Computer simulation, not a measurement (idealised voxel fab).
process module | voxel transistor to metal
cross-section cut | 180 nm wide | cells 5 nm
A cross-section is a grid of square cells, given in bands from the top down. A band is one or more rows of cells.
Each band's line starts with the height of the band's top and of its bottom, in nm. Then come its materials from left to right, each with its width in nm. One material with "throughout" fills the band from edge to edge. "air" is empty space.
Height 0 is the level under which the wafer as received is all one material. The lowest band goes on downwards, as in "0 down".
A width such as "30 to 40" changes by the same amount from each row of cells to the next, from the band's top row to its bottom row.
"no change" after a step means that no cell of the cross-section changed.
closed voids: empty space of 8 cells or more with no open way to the top, each as width x height at its distance from the left edge, in nm
after a step's settings: what the simulator itself notes on the step
overlay nm, on a step with a mask: how far to the right of its planned place the mask lay; to the left if negative
plan
1 op RECEIVE | material Si
2 op OXIDIZE | depth nm 5
3 op CONFORMAL_DEP | material SiN | thk nm 10
4 op MASKED_ETCH | tone cover | mask id ACTIVE | width nm 125 | etch materials SiN | depth nm 10 | overlay nm 0
5 op MASKED_ETCH | tone cover | mask id ACTIVE | width nm 125 | etch materials SiO2 | depth nm 5 | overlay nm 0
6 op MASKED_ETCH | tone cover | mask id ACTIVE | width nm 125 | etch materials Si | depth nm 20 | overlay nm 0
7 op OXIDIZE | depth nm 5
8 op FILL_DEP | material SiO2 | thk nm 15
9 op CMP | height nm 10
10 op SELECTIVE_ETCH | etch materials SiO2 | depth nm 5
11 op STRIP | etch materials SiN
12 op SELECTIVE_ETCH | etch materials SiO2 | depth nm 5
13 op OXIDIZE | depth nm 5
14 op DIRECTIONAL_DEP | material polySi | thk nm 25
15 op DIRECTIONAL_DEP | material SiCN | thk nm 10
16 op MASKED_ETCH | tone cover | mask id GATE | width nm 35 | etch materials SiCN | depth nm 20 | overlay nm 0
17 op MASKED_ETCH | tone cover | mask id GATE | width nm 35 | etch materials polySi | depth nm 35 | overlay nm 0
18 op CONFORMAL_DEP | material SiO2 | thk nm 5
19 op DIRECTIONAL_ETCH | etch materials SiO2 | depth nm 5
20 op CONFORMAL_DEP | material SiN | thk nm 5
21 op DIRECTIONAL_ETCH | etch materials SiN | depth nm 5
22 op DIRECTIONAL_ETCH | etch materials SiO2 | depth nm 5
23 op DIRECTIONAL_ETCH | etch materials Si | depth nm 10
24 op EPI | material SiGe | thk nm 15
25 op FILL_DEP | material SiO2 | thk nm 10
26 op CMP | height nm 20
27 op STRIP | etch materials polySi
28 op SELECTIVE_ETCH | etch materials SiO2 | depth nm 5
29 op CONFORMAL_DEP | material HfO2 | thk nm 5
30 op CONFORMAL_DEP | material TiN | thk nm 5
31 op FILL_DEP | material W | thk nm 10
32 op CMP | height nm 15
33 op DIRECTIONAL_DEP | material SiO2 | thk nm 15
34 op MASKED_ETCH | tone open | mask id CONTACT | width nm 20 | pitch nm 85 | etch materials SiO2 | depth nm 35 | overlay nm 0
35 op CONFORMAL_DEP | material TiN | thk nm 5
36 op FILL_DEP | material Ru | thk nm 5
37 op CMP | height nm 30
38 op CONFORMAL_DEP | material SiN | thk nm 5
39 op DIRECTIONAL_DEP | material lowk | thk nm 15
40 op DIRECTIONAL_DEP | material aC | thk nm 15
41 op PATTERN | tone open | mask id METAL_1 | material resist | width nm 20 | pitch nm 85 | thk nm 35 | overlay nm 0
42 op DIRECTIONAL_ETCH | etch materials aC | depth nm 15
43 op STRIP | etch materials resist
44 op DIRECTIONAL_ETCH | etch materials lowk | depth nm 15
45 op DIRECTIONAL_ETCH | etch materials SiN | depth nm 5
46 op STRIP | etch materials aC
47 op CONFORMAL_DEP | material TiN | thk nm 5
48 op FILL_DEP | material Ru | thk nm 5
49 op CMP | height nm 50
50 op CONFORMAL_DEP | material SiCN | thk nm 5
as received, after step 1
  0 down: Si throughout
  closed voids: none
a wafer at the end: this start, this plan, one mistake
  55 to 50: SiCN throughout
  50 to 35: lowk 35 | TiN 5 | Ru 10 | TiN 5 | lowk 65 | TiN 5 | Ru 10 | TiN 5 | lowk 40
  35 to 30: SiN 35 | TiN 20 | SiN 65 | TiN 20 | SiN 40
  30 to 15: SiO2 35 | TiN 5 | Ru 10 | TiN 5 | SiO2 65 | TiN 5 | Ru 10 | TiN 5 | SiO2 40
  15 to 10: SiO2 35 | TiN 20 | SiO2 5 | SiN 5 | HfO2 45 | SiN 5 | SiO2 5 | TiN 20 | SiO2 40
  10 to 0: SiO2 25 | SiN 125 | SiO2 30
  0 to -5: SiO2 throughout
  -5 to -30: SiO2 30 | Si 115 | SiO2 35
  -30 down: Si throughout
  closed voids: none
what went wrong: step 9 ran as: op CMP | height nm 20
